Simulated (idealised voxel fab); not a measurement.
The process module that follows is named voxel released beams.
Section shown: cut. Width: 200 nm. Cell size: 5 nm, square.
A cross-section is written here as square cells arranged in a grid, and it is given in bands from the top down, each band taking up one or more rows of cells. Band entry format. Leading values: height of top, height of bottom, nm. Remainder: materials in left-to-right order, each with its width in nm. Special words: "all across" on a single material, which then fills the band edge to edge; "air", empty space. Heights are expressed relative to 0, this being the level below which the as-received wafer comprises one material exclusively. The lowest band is unbounded in the downward direction and is denoted as in "top 0, no bottom". Note: "30 to 40" means the width goes from the first number (top row of the band) to the second number (bottom row) in equal steps per row of cells. Step marked "remained unchanged"? Then no cell in the cross-section changed in it. In the "Catalogued sealed voids" entry, you get each enclosed empty space of 8 cells or more, one with no open way to the top, written width x height at distance, distance from the left edge, in nm. Step line, after settings: the simulator's comment on this step. On any step carrying a mask, the "overlay nm" setting, if present on the step's line, tells how far right of its planned place the mask lay; negative values point to the left.
**The process steps that were planned are listed below**
step 1: RECEIVE, material Si
step 2: CONFORMAL_DEP, material SiN, thk nm 10
step 3: DIRECTIONAL_DEP, material SiO2, thk nm 20
step 4: MASKED_ETCH, tone open, mask id ANCHOR, width nm 30, etch materials SiO2, depth nm 20, overlay nm 0
step 5: CONFORMAL_DEP, material TiN, thk nm 10
step 6: DIRECTIONAL_DEP, material aC, thk nm 15
step 7: PATTERN, tone cover, mask id BEAM, material resist, width nm 100, thk nm 30, overlay nm 0
step 8: DIRECTIONAL_ETCH, etch materials aC, depth nm 15
step 9: STRIP, etch materials resist
step 10: DIRECTIONAL_ETCH, etch materials TiN, depth nm 10
step 11: STRIP, etch materials aC
step 12: STRIP, etch materials SiO2
**First of two wafers, processed according to plan**
**Cross-section, incoming material, after step 1**
- top 0, no bottom | Si all across
- Catalogued sealed voids: none
**Upon completion of step 2, the wafer appears in cross-section as shown**
- top 10, bottom 0 | SiN all across
- Everything under 0 stays put, no change at all.
**Upon completion of step 3, the wafer appears in cross-section as shown**
- top 30, bottom 10 | SiO2 all across
- Everything under 10 stays put, no change at all.
**Upon completion of step 4, the wafer appears in cross-section as shown**
- top 30, bottom 10 | 50 SiO2 | 30 air | 120 SiO2
- Everything under 10 stays put, no change at all.
**Upon completion of step 5, the wafer appears in cross-section as shown**
- top 40, bottom 30 | 60 TiN | 10 air | 130 TiN
- top 30, bottom 20 | 50 SiO2 | 10 TiN | 10 air | 10 TiN | 120 SiO2
- top 20, bottom 10 | 50 SiO2 | 30 TiN | 120 SiO2
- Everything under 10 stays put, no change at all.
**Upon completion of step 6, the wafer appears in cross-section as shown**
- top 55, bottom 40 | 60 aC | 10 air | 130 aC
- top 40, bottom 35 | 60 TiN | 10 air | 130 TiN
- top 35, bottom 30 | 60 TiN | 10 aC | 130 TiN
- top 30, bottom 20 | 50 SiO2 | 10 TiN | 10 aC | 10 TiN | 120 SiO2
- Everything under 20 stays put, no change at all.
**Upon completion of step 7, the wafer appears in cross-section as shown**
- top 85, bottom 55 | 45 air | 100 resist | 55 air
- top 55, bottom 40 | 60 aC | 10 resist | 130 aC
- top 40, bottom 35 | 60 TiN | 10 resist | 130 TiN
- Everything under 35 stays put, no change at all.
**Upon completion of step 8, the wafer appears in cross-section as shown**
- top 70, bottom 55 | 45 air | 100 resist | 55 air
- top 55, bottom 40 | 45 air | 15 aC | 10 resist | 75 aC | 55 air
- Everything under 40 stays put, no change at all.
**Upon completion of step 9, the wafer appears in cross-section as shown**
- top 55, bottom 40 | 45 air | 15 aC | 10 air | 75 aC | 55 air
- top 40, bottom 35 | 60 TiN | 10 air | 130 TiN
- Everything under 35 stays put, no change at all.
**Upon completion of step 10, the wafer appears in cross-section as shown**
- top 55, bottom 40 | 45 air | 15 aC | 10 air | 75 aC | 55 air
- top 40, bottom 35 | 45 air | 15 TiN | 10 air | 75 TiN | 55 air
- top 35, bottom 30 | 45 air | 15 TiN | 10 aC | 75 TiN | 55 air
- Everything under 30 stays put, no change at all.
**Upon completion of step 11, the wafer appears in cross-section as shown**
- top 40, bottom 30 | 45 air | 15 TiN | 10 air | 75 TiN | 55 air
- top 30, bottom 20 | 50 SiO2 | 10 TiN | 10 air | 10 TiN | 120 SiO2
- Everything under 20 stays put, no change at all.
**Upon completion of step 12, the wafer appears in cross-section as shown**
- top 40, bottom 30 | 45 air | 15 TiN | 10 air | 75 TiN | 55 air
- top 30, bottom 20 | 50 air | 10 TiN | 10 air | 10 TiN | 120 air
- top 20, bottom 10 | 50 air | 30 TiN | 120 air
- Everything under 10 stays put, no change at all.
**Wafer two. Same start, same plan, one slip in execution. Same as wafer one through step 3, inclusive**
**Second wafer shown in cross-section at the time step 4 was slated to end**
- top 30, bottom 10 | 50 air | 30 SiO2 | 120 air
- Everything under 10 stays put, no change at all.
**Second wafer shown in cross-section at the time step 5 was slated to end**
- top 40, bottom 30 | 40 air | 50 TiN | 110 air
- top 30, bottom 20 | 40 air | 10 TiN | 30 SiO2 | 10 TiN | 110 air
- top 20, bottom 10 | 50 TiN | 30 SiO2 | 120 TiN
- Everything under 10 stays put, no change at all.
**Second wafer shown in cross-section at the time step 6 was slated to end**
- top 55, bottom 40 | 40 air | 50 aC | 110 air
- top 40, bottom 35 | 40 air | 50 TiN | 110 air
- top 35, bottom 30 | 40 aC | 50 TiN | 110 aC
- top 30, bottom 20 | 40 aC | 10 TiN | 30 SiO2 | 10 TiN | 110 aC
- Everything under 20 stays put, no change at all.
**Second wafer shown in cross-section at the time step 7 was slated to end**
- top 85, bottom 55 | 45 air | 100 resist | 55 air
- top 55, bottom 40 | 40 air | 50 aC | 55 resist | 55 air
- top 40, bottom 35 | 40 air | 50 TiN | 55 resist | 55 air
- Everything under 35 stays put, no change at all.
**Second wafer shown in cross-section at the time step 8 was slated to end**
- top 70, bottom 55 | 45 air | 100 resist | 55 air
- top 55, bottom 40 | 45 air | 45 aC | 55 resist | 55 air
- top 40, bottom 35 | 40 air | 50 TiN | 55 resist | 55 air
- top 35, bottom 30 | 40 air | 50 TiN | 55 aC | 55 air
- top 30, bottom 20 | 40 air | 10 TiN | 30 SiO2 | 10 TiN | 55 aC | 55 air
- Everything under 20 stays put, no change at all.
**Second wafer shown in cross-section at the time step 9 was slated to end**
- top 55, bottom 40 | 45 air | 45 aC | 110 air
- top 40, bottom 35 | 40 air | 50 TiN | 110 air
- Everything under 35 stays put, no change at all.
**Second wafer shown in cross-section at the time step 10 was slated to end**
- top 55, bottom 40 | 45 air | 45 aC | 110 air
- top 40, bottom 35 | 45 air | 45 TiN | 110 air
- top 35, bottom 30 | 45 air | 45 TiN | 55 aC | 55 air
- top 30, bottom 20 | 40 air | 10 TiN | 30 SiO2 | 10 TiN | 55 aC | 55 air
- top 20, bottom 10 | 40 air | 10 TiN | 30 SiO2 | 65 TiN | 55 air
- Everything under 10 stays put, no change at all.
**Second wafer shown in cross-section at the time step 11 was slated to end**
- top 40, bottom 30 | 45 air | 45 TiN | 110 air
- top 30, bottom 20 | 40 air | 10 TiN | 30 SiO2 | 10 TiN | 110 air
- Everything under 20 stays put, no change at all.
Second wafer shown in cross-section at the time step 12 was slated to end: remained unchanged
Here's what went sideways: step 4, actual vs plan mismatch, actual run MASKED_ETCH, tone cover, mask id ANCHOR, width nm 30, etch materials SiO2, depth nm 20, overlay nm 0
Once processing is complete, comparing cell counts shows that the second wafer has more or fewer of certain materials than the first: SiO2: 24 more
